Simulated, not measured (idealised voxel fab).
Module name: voxel capacitor over wiring (process module)
FYI the section here is cut, 190 nm wide, cells are 5 nm squares.
Think of the cross-section as a grid of square cells. We describe it in bands, top to bottom, and each band covers one or more rows of those cells.
In this notation a band is specified by the heights of its top and bottom, in that order and in nm, after which its materials appear from left to right, each paired with its width in nm. The word "all across" attached to a single material means that material fills the band from edge to edge; the word "empty" stands for empty space.
It should be noted that heights are counted from 0, beneath which the wafer as supplied is of one material throughout, and that the lowest band possesses no lower boundary but continues downward, as written in "0..down".
A width given as "30->40" starts at the first number in the band's top row and ends at the second number in its bottom row, shifting by an equal amount at every step from row to row.
"changes: none", as given for a step, is the statement that not any cell of the cross-section underwent a change during that step.
"Closed void list" - sealed voids, min. 8 cells, no opening to top; format: width x height at distance (distance from left edge; nm throughout).
On a step's line, text after the settings is the simulator commenting on that step.
On any step carrying a mask, the "overlay nm" setting, if present on the step's line, tells how far right of its planned place the mask lay; negative values point to the left.
## Process steps foreseen in the plan
1,RECEIVE: material Si
2,CONFORMAL_DEP: material SiO2, thk nm 10
3,DIRECTIONAL_DEP: material TiN, thk nm 5
4,DIRECTIONAL_DEP: material W, thk nm 15
5,DIRECTIONAL_DEP: material aC, thk nm 10
6,PATTERN: tone cover, mask id METAL_1, material resist, width nm 30, pitch nm 100, thk nm 25, overlay nm 0
7,DIRECTIONAL_ETCH: etch materials aC, depth nm 10
8,STRIP: etch materials resist
9,DIRECTIONAL_ETCH: etch materials W, depth nm 15
10,DIRECTIONAL_ETCH: etch materials TiN, depth nm 5
11,STRIP: etch materials aC
12,FILL_DEP: material SiO2, thk nm 10
13,CMP: height nm 30
14,CONFORMAL_DEP: material SiCN, thk nm 5
15,DIRECTIONAL_DEP: material SiO2, thk nm 20
16,PATTERN: tone open, mask id PLUG_1, material resist, width nm 15, thk nm 15, overlay nm 0
17,DIRECTIONAL_ETCH: etch materials SiO2, depth nm 20
18,DIRECTIONAL_ETCH: etch materials SiCN, depth nm 5
19,STRIP: etch materials resist
20,EPI: material Ru, thk nm 10
21,EPI: material Ru, thk nm 10
22,EPI: material Ru, thk nm 5
23,DIRECTIONAL_DEP: material TiN, thk nm 5
24,DIRECTIONAL_DEP: material HfO2, thk nm 5
25,DIRECTIONAL_DEP: material TiN, thk nm 10
26,DIRECTIONAL_DEP: material aC, thk nm 10
27,PATTERN: tone cover, mask id UPPER_PLATE, material resist, width nm 75, thk nm 30, overlay nm 0
28,DIRECTIONAL_ETCH: etch materials aC, depth nm 10
29,STRIP: etch materials resist
30,DIRECTIONAL_ETCH: etch materials TiN, depth nm 10
31,DIRECTIONAL_ETCH: etch materials HfO2, depth nm 5
32,STRIP: etch materials aC
33,DIRECTIONAL_DEP: material aC, thk nm 10
34,PATTERN: tone cover, mask id LOWER_PLATE, material resist, width nm 85, thk nm 25, overlay nm 0
35,DIRECTIONAL_ETCH: etch materials aC, depth nm 10
36,STRIP: etch materials resist
37,DIRECTIONAL_ETCH: etch materials TiN, depth nm 5
38,STRIP: etch materials aC
39,FILL_DEP: material SiO2, thk nm 15
40,CMP: height nm 85
41,DIRECTIONAL_DEP: material aC, thk nm 15
42,PATTERN: tone open, mask id PLUG_2, material resist, width nm 15, thk nm 35, overlay nm 0
43,DIRECTIONAL_ETCH: etch materials aC, depth nm 15
44,STRIP: etch materials resist
45,DIRECTIONAL_ETCH: etch materials SiO2, depth nm 10
46,STRIP: etch materials aC
47,CONFORMAL_DEP: material TiN, thk nm 5
48,FILL_DEP: material Ru, thk nm 5
49,CMP: height nm 85
50,CONFORMAL_DEP: material SiN, thk nm 5
## First of two wafers - as planned
## This is the cross-section of the wafer as we received it, i.e. after step 1
* 0..down: Si all across
* Closed void list: none
## State of the wafer after step 2, shown in cross-section
* 10..0: SiO2 all across
* Below 0, the layers are the same as they were.
## State of the wafer after step 3, shown in cross-section
* 15..10: TiN all across
* Below 10, the layers are the same as they were.
## State of the wafer after step 4, shown in cross-section
* 30..15: W all across
* Below 15, the layers are the same as they were.
## State of the wafer after step 5, shown in cross-section
* 40..30: aC all across
* Below 30, the layers are the same as they were.
## State of the wafer after step 6, shown in cross-section
* 65..40: 30 of empty | 30 of resist | 70 of empty | 30 of resist | 30 of empty
* Below 40, the layers are the same as they were.
## State of the wafer after step 7, shown in cross-section
* 55..40: 30 of empty | 30 of resist | 70 of empty | 30 of resist | 30 of empty
* 40..30: 30 of empty | 30 of aC | 70 of empty | 30 of aC | 30 of empty
* Below 30, the layers are the same as they were.
## State of the wafer after step 8, shown in cross-section
* 40..30: 30 of empty | 30 of aC | 70 of empty | 30 of aC | 30 of empty
* Below 30, the layers are the same as they were.
## State of the wafer after step 9, shown in cross-section
* 40..30: 30 of empty | 30 of aC | 70 of empty | 30 of aC | 30 of empty
* 30..15: 30 of empty | 30 of W | 70 of empty | 30 of W | 30 of empty
* Below 15, the layers are the same as they were.
## State of the wafer after step 10, shown in cross-section
* 40..30: 30 of empty | 30 of aC | 70 of empty | 30 of aC | 30 of empty
* 30..15: 30 of empty | 30 of W | 70 of empty | 30 of W | 30 of empty
* 15..10: 30 of empty | 30 of TiN | 70 of empty | 30 of TiN | 30 of empty
* Below 10, the layers are the same as they were.
## State of the wafer after step 11, shown in cross-section
* 30..15: 30 of empty | 30 of W | 70 of empty | 30 of W | 30 of empty
* Below 15, the layers are the same as they were.
## State of the wafer after step 12, shown in cross-section
* 40..30: SiO2 all across
* 30..15: 30 of SiO2 | 30 of W | 70 of SiO2 | 30 of W | 30 of SiO2
* 15..10: 30 of SiO2 | 30 of TiN | 70 of SiO2 | 30 of TiN | 30 of SiO2
* Below 10, the layers are the same as they were.
## State of the wafer after step 13, shown in cross-section
* 30..15: 30 of SiO2 | 30 of W | 70 of SiO2 | 30 of W | 30 of SiO2
* Below 15, the layers are the same as they were.
## State of the wafer after step 14, shown in cross-section
* 35..30: SiCN all across
* Below 30, the layers are the same as they were.
## State of the wafer after step 15, shown in cross-section
* 55..35: SiO2 all across
* Below 35, the layers are the same as they were.
## State of the wafer after step 16, shown in cross-section
* 70..55: 45 of resist | 15 of empty | 130 of resist
* Below 55, the layers are the same as they were.
## State of the wafer after step 17, shown in cross-section
* 70..55: 45 of resist | 15 of empty | 130 of resist
* 55..35: 45 of SiO2 | 15 of empty | 130 of SiO2
* Below 35, the layers are the same as they were.
## State of the wafer after step 18, shown in cross-section
* 70..55: 45 of resist | 15 of empty | 130 of resist
* 55..35: 45 of SiO2 | 15 of empty | 130 of SiO2
* 35..30: 45 of SiCN | 15 of empty | 130 of SiCN
* Below 30, the layers are the same as they were.
## State of the wafer after step 19, shown in cross-section
* 55..35: 45 of SiO2 | 15 of empty | 130 of SiO2
* Below 35, the layers are the same as they were.
## State of the wafer after step 20, shown in cross-section
* 55..40: 45 of SiO2 | 15 of empty | 130 of SiO2
* 40..35: 45 of SiO2 | 15 of Ru | 130 of SiO2
* 35..30: 45 of SiCN | 15 of Ru | 130 of SiCN
* Below 30, the layers are the same as they were.
## State of the wafer after step 21, shown in cross-section
* 55..50: 45 of SiO2 | 15 of empty | 130 of SiO2
* 50..35: 45 of SiO2 | 15 of Ru | 130 of SiO2
* Below 35, the layers are the same as they were.
## State of the wafer after step 22, shown in cross-section
* 55..35: 45 of SiO2 | 15 of Ru | 130 of SiO2
* Below 35, the layers are the same as they were.
## State of the wafer after step 23, shown in cross-section
* 60..55: TiN all across
* Below 55, the layers are the same as they were.
## State of the wafer after step 24, shown in cross-section
* 65..60: HfO2 all across
* Below 60, the layers are the same as they were.
## State of the wafer after step 25, shown in cross-section
* 75..65: TiN all across
* Below 65, the layers are the same as they were.
## State of the wafer after step 26, shown in cross-section
* 85..75: aC all across
* Below 75, the layers are the same as they were.
## State of the wafer after step 27, shown in cross-section
* 115..85: 45 of empty | 75 of resist | 70 of empty
* Below 85, the layers are the same as they were.
## State of the wafer after step 28, shown in cross-section
* 105..85: 45 of empty | 75 of resist | 70 of empty
* 85..75: 45 of empty | 75 of aC | 70 of empty
* Below 75, the layers are the same as they were.
## State of the wafer after step 29, shown in cross-section
* 85..75: 45 of empty | 75 of aC | 70 of empty
* Below 75, the layers are the same as they were.
## State of the wafer after step 30, shown in cross-section
* 85..75: 45 of empty | 75 of aC | 70 of empty
* 75..65: 45 of empty | 75 of TiN | 70 of empty
* Below 65, the layers are the same as they were.
## State of the wafer after step 31, shown in cross-section
* 85..75: 45 of empty | 75 of aC | 70 of empty
* 75..65: 45 of empty | 75 of TiN | 70 of empty
* 65..60: 45 of empty | 75 of HfO2 | 70 of empty
* Below 60, the layers are the same as they were.
## State of the wafer after step 32, shown in cross-section
* 75..65: 45 of empty | 75 of TiN | 70 of empty
* Below 65, the layers are the same as they were.
## State of the wafer after step 33, shown in cross-section
* 85..75: 45 of empty | 75 of aC | 70 of empty
* 75..70: 45 of empty | 75 of TiN | 70 of empty
* 70..65: 45 of aC | 75 of TiN | 70 of aC
* 65..60: 45 of aC | 75 of HfO2 | 70 of aC
* Below 60, the layers are the same as they were.
## State of the wafer after step 34, shown in cross-section
* 110..85: 40 of empty | 85 of resist | 65 of empty
* 85..75: 40 of empty | 5 of resist | 75 of aC | 5 of resist | 65 of empty
* 75..70: 40 of empty | 5 of resist | 75 of TiN | 5 of resist | 65 of empty
* Below 70, the layers are the same as they were.
## State of the wafer after step 35, shown in cross-section
* 100..85: 40 of empty | 85 of resist | 65 of empty
* 85..75: 40 of empty | 5 of resist | 75 of aC | 5 of resist | 65 of empty
* 75..70: 40 of empty | 5 of resist | 75 of TiN | 5 of resist | 65 of empty
* 70..65: 40 of empty | 5 of aC | 75 of TiN | 5 of aC | 65 of empty
* 65..60: 40 of empty | 5 of aC | 75 of HfO2 | 5 of aC | 65 of empty
* Below 60, the layers are the same as they were.
## State of the wafer after step 36, shown in cross-section
* 85..75: 45 of empty | 75 of aC | 70 of empty
* 75..70: 45 of empty | 75 of TiN | 70 of empty
* Below 70, the layers are the same as they were.
## State of the wafer after step 37, shown in cross-section
* 85..75: 45 of empty | 75 of aC | 70 of empty
* 75..70: 45 of empty | 75 of TiN | 70 of empty
* 70..65: 40 of empty | 5 of aC | 75 of TiN | 5 of aC | 65 of empty
* 65..60: 40 of empty | 5 of aC | 75 of HfO2 | 5 of aC | 65 of empty
* 60..55: 40 of empty | 85 of TiN | 65 of empty
* Below 55, the layers are the same as they were.
## State of the wafer after step 38, shown in cross-section
* 75..65: 45 of empty | 75 of TiN | 70 of empty
* 65..60: 45 of empty | 75 of HfO2 | 70 of empty
* Below 60, the layers are the same as they were.
## State of the wafer after step 39, shown in cross-section
* 90..75: SiO2 all across
* 75..65: 45 of SiO2 | 75 of TiN | 70 of SiO2
* 65..60: 45 of SiO2 | 75 of HfO2 | 70 of SiO2
* 60..55: 40 of SiO2 | 85 of TiN | 65 of SiO2
* Below 55, the layers are the same as they were.
## State of the wafer after step 40, shown in cross-section
* 85..75: SiO2 all across
* Below 75, the layers are the same as they were.
## State of the wafer after step 41, shown in cross-section
* 100..85: aC all across
* Below 85, the layers are the same as they were.
## State of the wafer after step 42, shown in cross-section
* 135..100: 55 of resist | 15 of empty | 120 of resist
* Below 100, the layers are the same as they were.
## State of the wafer after step 43, shown in cross-section
* 120..100: 55 of resist | 15 of empty | 120 of resist
* 100..85: 55 of aC | 15 of empty | 120 of aC
* Below 85, the layers are the same as they were.
## State of the wafer after step 44, shown in cross-section
* 100..85: 55 of aC | 15 of empty | 120 of aC
* Below 85, the layers are the same as they were.
## State of the wafer after step 45, shown in cross-section
* 100..85: 55 of aC | 15 of empty | 120 of aC
* 85..75: 55 of SiO2 | 15 of empty | 120 of SiO2
* Below 75, the layers are the same as they were.
## State of the wafer after step 46, shown in cross-section
* 85..75: 55 of SiO2 | 15 of empty | 120 of SiO2
* Below 75, the layers are the same as they were.
## State of the wafer after step 47, shown in cross-section
* 90..85: 60 of TiN | 5 of empty | 125 of TiN
* 85..80: 55 of SiO2 | 5 of TiN | 5 of empty | 5 of TiN | 120 of SiO2
* 80..75: 55 of SiO2 | 15 of TiN | 120 of SiO2
* Below 75, the layers are the same as they were.
## State of the wafer after step 48, shown in cross-section
* 95..90: Ru all across
* 90..85: 60 of TiN | 5 of Ru | 125 of TiN
* 85..80: 55 of SiO2 | 5 of TiN | 5 of Ru | 5 of TiN | 120 of SiO2
* Below 80, the layers are the same as they were.
## State of the wafer after step 49, shown in cross-section
* 85..80: 55 of SiO2 | 5 of TiN | 5 of Ru | 5 of TiN | 120 of SiO2
* Below 80, the layers are the same as they were.
## State of the wafer after step 50, shown in cross-section
* 90..85: SiN all across
* Below 85, the layers are the same as they were.
## Companion wafer, the second of two: same beginning, same intended sequence, one mistake in carrying it out; through step 33 inclusive it tracks the first exactly
## Cross-section, second wafer, at the end time the plan gives for step 34
* 110..85: 40 of empty | 90 of resist | 60 of empty
* 85..75: 40 of empty | 5 of resist | 75 of aC | 10 of resist | 60 of empty
* 75..70: 40 of empty | 5 of resist | 75 of TiN | 10 of resist | 60 of empty
* Below 70, the layers are the same as they were.
## Cross-section, second wafer, at the end time the plan gives for step 35
* 100..85: 40 of empty | 90 of resist | 60 of empty
* 85..75: 40 of empty | 5 of resist | 75 of aC | 10 of resist | 60 of empty
* 75..70: 40 of empty | 5 of resist | 75 of TiN | 10 of resist | 60 of empty
* 70..65: 40 of empty | 5 of aC | 75 of TiN | 10 of aC | 60 of empty
* 65..60: 40 of empty | 5 of aC | 75 of HfO2 | 10 of aC | 60 of empty
* Below 60, the layers are the same as they were.
## Cross-section, second wafer, at the end time the plan gives for step 36
* 85..75: 45 of empty | 75 of aC | 70 of empty
* 75..70: 45 of empty | 75 of TiN | 70 of empty
* Below 70, the layers are the same as they were.
## Cross-section, second wafer, at the end time the plan gives for step 37
* 85..75: 45 of empty | 75 of aC | 70 of empty
* 75..70: 45 of empty | 75 of TiN | 70 of empty
* 70..65: 40 of empty | 5 of aC | 75 of TiN | 10 of aC | 60 of empty
* 65..60: 40 of empty | 5 of aC | 75 of HfO2 | 10 of aC | 60 of empty
* 60..55: 40 of empty | 90 of TiN | 60 of empty
* Below 55, the layers are the same as they were.
## Cross-section, second wafer, at the end time the plan gives for step 38
* 75..65: 45 of empty | 75 of TiN | 70 of empty
* 65..60: 45 of empty | 75 of HfO2 | 70 of empty
* Below 60, the layers are the same as they were.
## Cross-section, second wafer, at the end time the plan gives for step 39
* 90..75: SiO2 all across
* 75..65: 45 of SiO2 | 75 of TiN | 70 of SiO2
* 65..60: 45 of SiO2 | 75 of HfO2 | 70 of SiO2
* 60..55: 40 of SiO2 | 90 of TiN | 60 of SiO2
* Below 55, the layers are the same as they were.
## Cross-section, second wafer, at the end time the plan gives for step 40
* 85..75: SiO2 all across
* Below 75, the layers are the same as they were.
## Cross-section, second wafer, at the end time the plan gives for step 41
* 100..85: aC all across
* Below 85, the layers are the same as they were.
## Cross-section, second wafer, at the end time the plan gives for step 42
* 135..100: 55 of resist | 15 of empty | 120 of resist
* Below 100, the layers are the same as they were.
## Cross-section, second wafer, at the end time the plan gives for step 43
* 120..100: 55 of resist | 15 of empty | 120 of resist
* 100..85: 55 of aC | 15 of empty | 120 of aC
* Below 85, the layers are the same as they were.
## Cross-section, second wafer, at the end time the plan gives for step 44
* 100..85: 55 of aC | 15 of empty | 120 of aC
* Below 85, the layers are the same as they were.
## Cross-section, second wafer, at the end time the plan gives for step 45
* 100..85: 55 of aC | 15 of empty | 120 of aC
* 85..75: 55 of SiO2 | 15 of empty | 120 of SiO2
* Below 75, the layers are the same as they were.
## Cross-section, second wafer, at the end time the plan gives for step 46
* 85..75: 55 of SiO2 | 15 of empty | 120 of SiO2
* Below 75, the layers are the same as they were.
## Cross-section, second wafer, at the end time the plan gives for step 47
* 90..85: 60 of TiN | 5 of empty | 125 of TiN
* 85..80: 55 of SiO2 | 5 of TiN | 5 of empty | 5 of TiN | 120 of SiO2
* 80..75: 55 of SiO2 | 15 of TiN | 120 of SiO2
* Below 75, the layers are the same as they were.
## Cross-section, second wafer, at the end time the plan gives for step 48
* 95..90: Ru all across
* 90..85: 60 of TiN | 5 of Ru | 125 of TiN
* 85..80: 55 of SiO2 | 5 of TiN | 5 of Ru | 5 of TiN | 120 of SiO2
* Below 80, the layers are the same as they were.
## Cross-section, second wafer, at the end time the plan gives for step 49
* 85..80: 55 of SiO2 | 5 of TiN | 5 of Ru | 5 of TiN | 120 of SiO2
* Below 80, the layers are the same as they were.
## Cross-section, second wafer, at the end time the plan gives for step 50
* 90..85: SiN all across
* Below 85, the layers are the same as they were.
In executing the process, a mistake was made relative to the plan: step 34 changed vs plan, executed as PATTERN: tone cover, mask id LOWER_PLATE, material resist, width nm 90, thk nm 25, overlay nm 0
Once processing is complete, comparing cell counts shows that the second wafer has more or fewer of certain materials than the first: 1 fewer of SiO2, 1 more of TiN
